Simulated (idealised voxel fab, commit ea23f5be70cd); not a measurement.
Process module in this document: voxel air gaps
cross-section cut | 190 nm wide | cells 5 nm
A cross-section is written here as square cells arranged in a grid, and it is given in bands from the top down, each band taking up one or more rows of cells. Look at the band entry: it leads with the top's height and the bottom's height in nm. Then it lists the materials left to right, with a width in nm for each. The word "throughout" on a single material says that material fills the band edge to edge. The word "empty" is empty space. The reference from which all heights are counted is 0, the level beneath which the as-received wafer is entirely one material; the lowest band, having no lower bound, proceeds downward and is written after the example "0 -> down". Note: "30 to 40" means the width goes from the first number (top row of the band) to the second number (bottom row) in equal steps per row of cells. What does "identical to before" mean for a step? It means no cell of the cross-section changed in that step. Basically, "Trapped cavities" tells you about the enclosed voids: empty spaces with no open way to the top, 8 cells or bigger, each written width x height at distance, where distance is from the left edge, all in nm. That trailing text on a step's line, after the settings, is the simulator's own remark on the step. overlay nm: mask right of planned place by this much (step with mask). Neg. = left.

### Planned process steps
| 1 | RECEIVE, material Si |
| 2 | CONFORMAL_DEP, material SiO2, thk nm 15 |
| 3 | CONFORMAL_DEP, material SiCN, thk nm 5 |
| 4 | DIRECTIONAL_DEP, material lowk, thk nm 35 |
| 5 | DIRECTIONAL_DEP, material aC, thk nm 15 |
| 6 | PATTERN, tone open, mask id LINES, material resist, width nm 15, pitch nm 45, thk nm 30, overlay nm 0 |
| 7 | DIRECTIONAL_ETCH, etch materials aC, depth nm 15 |
| 8 | STRIP, etch materials resist |
| 9 | DIRECTIONAL_ETCH, etch materials lowk, depth nm 35 |
| 10 | STRIP, etch materials aC |
| 11 | CONFORMAL_DEP, material TiN, thk nm 5 |
| 12 | FILL_DEP, material Cu, thk nm 10 |
| 13 | CMP, height nm 55 |
| 14 | EPI, material Ru, thk nm 10 |
| 15 | SELECTIVE_ETCH, etch materials lowk, depth nm 45 |
| 16 | CONFORMAL_DEP, material SiCN, thk nm 5 |
Don't read the plan's width nm for step 6 as applying to every wafer: that's the first wafer's value, and the wafers differ in it, though they all start identical.

### As-received state after step 1, first of several wafers, cross-section
    0 -> down = Si throughout
    Trapped cavities: none

### End-of-module cross-section, first of several wafers, after last step 16
    70 -> 65 = empty=25  SiCN=135  empty=30
    65 -> 55 = empty=25  SiCN=5  Ru=35  SiCN=10  Ru=35  SiCN=10  Ru=35  SiCN=5  empty=30
    55 -> 50 = empty=25  SiCN=15  TiN=5  Cu=5  TiN=5  SiCN=30  TiN=5  Cu=5  TiN=5  SiCN=30  TiN=5  Cu=5  TiN=5  SiCN=15  empty=30
    50 -> 25 = empty=35  SiCN=5  TiN=5  Cu=5  TiN=5  SiCN=5  empty=20  SiCN=5  TiN=5  Cu=5  TiN=5  SiCN=5  empty=20  SiCN=5  TiN=5  Cu=5  TiN=5  SiCN=5  empty=40
    25 -> 20 = SiCN=40  TiN=15  SiCN=30  TiN=15  SiCN=30  TiN=15  SiCN=45
    20 -> 15 = SiCN throughout
    15 -> 0 = SiO2 throughout
    0 -> down = Si throughout
    Trapped cavities: 20 x 25 at 60; 20 x 25 at 105

### Cross-sectional view of the final wafer of several at the module's end
    70 -> 65 = empty=20  SiCN=150  empty=20
    65 -> 55 = empty=20  SiCN=5  Ru=140  SiCN=5  empty=20
    55 -> 50 = empty=20  SiCN=15  TiN=5  Cu=20  TiN=5  lowk=15  TiN=5  Cu=20  TiN=5  lowk=15  TiN=5  Cu=20  TiN=5  SiCN=15  empty=20
    50 -> 25 = empty=30  SiCN=5  TiN=5  Cu=20  TiN=5  lowk=15  TiN=5  Cu=20  TiN=5  lowk=15  TiN=5  Cu=20  TiN=5  SiCN=5  empty=30
    25 -> 20 = SiCN=35  TiN=30  lowk=15  TiN=30  lowk=15  TiN=30  SiCN=35
    20 -> 15 = SiCN throughout
    15 -> 0 = SiO2 throughout
    0 -> down = Si throughout
    Trapped cavities: none

### Every row in this table is a wafer at the end of the module, and it gives, for each of the materials, the cells that wafer has gained (+) or lost (-) since it was received, then its closed voids
width nm 15; +18 Cu; +42 Ru; +154 SiCN; +114 SiO2; +45 TiN; Trapped cavities: 20 x 25 at 60; 20 x 25 at 105
width nm 20; +36 Cu; +48 Ru; +146 SiCN; +114 SiO2; +48 TiN; Trapped cavities: 15 x 25 at 65; 15 x 25 at 110
width nm 25; +54 Cu; +54 Ru; +102 SiCN; +114 SiO2; +51 TiN; +56 lowk; Trapped cavities: none
width nm 30; +72 Cu; +56 Ru; +102 SiCN; +114 SiO2; +54 TiN; +42 lowk; Trapped cavities: none
